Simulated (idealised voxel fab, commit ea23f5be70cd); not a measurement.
voxel gate over fins: a process module
The cross-section shown here is cut; it is 170 nm wide and divided into square cells measuring 5 nm on a side.
Bands, listed from the top down, are how a cross-section gets written in this document; the cross-section itself is a grid of square cells, and a band is one or more rows of them.
The band entry comprises the height of the band's top followed by the height of its bottom, expressed in nm, and subsequently the band's materials from left to right, each stated together with its width in nm. Where a single material is marked with the word "everywhere", that material fills the band from edge to edge. The word "blank" represents empty space.
Heights from 0 (as-received wafer is one material below). Bottom band endless downward, as "0 -> down".
Graded width ("30..40"): value in top row of band = first number; value in bottom row = second number; row-to-row change constant.
No cell of the cross-section changed in a step that is given as "remains unaltered".
For the entry "Closed void register", the listed items are empty spaces with no open way to the top whose size is 8 cells or more; each item follows the pattern width x height at distance, where distance is from the left edge and all three are in nm.
Past the settings on a step's line: simulator remark, on that step.
"overlay nm", when on a step's line for a step with a mask, measures how far to the right of its planned place the mask lay; a negative measure means to the left.
**So here's the lineup of process steps we planned**
1) RECEIVE,material Si
2) CONFORMAL_DEP,material SiN,thk nm 5
3) DIRECTIONAL_DEP,material aC,thk nm 10
4) PATTERN,tone cover,mask id FINS,material resist,width nm 15,pitch nm 60,thk nm 25,overlay nm 0
5) DIRECTIONAL_ETCH,etch materials aC,depth nm 10
6) STRIP,etch materials resist
7) DIRECTIONAL_ETCH,etch materials SiN,depth nm 5
8) DIRECTIONAL_ETCH,etch materials Si,depth nm 30
9) STRIP,etch materials aC
10) OXIDIZE,depth nm 5
11) FILL_DEP,material SiO2,thk nm 5
12) CMP,height nm 5
13) DIRECTIONAL_DEP,material aC,thk nm 15
14) PATTERN,tone open,mask id RAIL,material resist,width nm 15,thk nm 30,overlay nm 0
15) DIRECTIONAL_ETCH,etch materials aC,depth nm 15
16) STRIP,etch materials resist
17) DIRECTIONAL_ETCH,etch materials SiO2,depth nm 30
18) STRIP,etch materials aC
19) CONFORMAL_DEP,material TiN,thk nm 5
20) FILL_DEP,material W,thk nm 10
21) CMP,height nm 5
22) SELECTIVE_ETCH,etch materials W Ru TiN,depth nm 25
23) FILL_DEP,material SiO2,thk nm 5
24) CMP,height nm 5
25) SELECTIVE_ETCH,etch materials SiO2,depth nm 20
26) STRIP,etch materials SiN
27) CONFORMAL_DEP,material HfO2,thk nm 5
28) CONFORMAL_DEP,material TiN,thk nm 5
29) FILL_DEP,material W,thk nm 10
30) CMP,height nm 15
31) CONFORMAL_DEP,material SiCN,thk nm 10
The plan's step 14 width nm is the first wafer's value; the wafers differ in this setting and start identical.
**Received wafers, first of several: cross-section after step 1**
	0 -> down: Si everywhere
	Closed void register: none
**Basically each wafer gets a line in the table, showing it at the end of the module: material by material, the cells it gained (+) or lost (-) since we got it, then its closed voids**
width nm 15; +52 HfO2; -217 Si; +68 SiCN; +121 SiO2; +55 TiN; +91 W; Closed void register: none
width nm 20; +52 HfO2; -217 Si; +68 SiCN; +120 SiO2; +56 TiN; +91 W; Closed void register: none
width nm 25; +52 HfO2; -217 Si; +68 SiCN; +119 SiO2; +57 TiN; +91 W; Closed void register: none
width nm 30; +52 HfO2; -217 Si; +68 SiCN; +118 SiO2; +58 TiN; +91 W; Closed void register: none
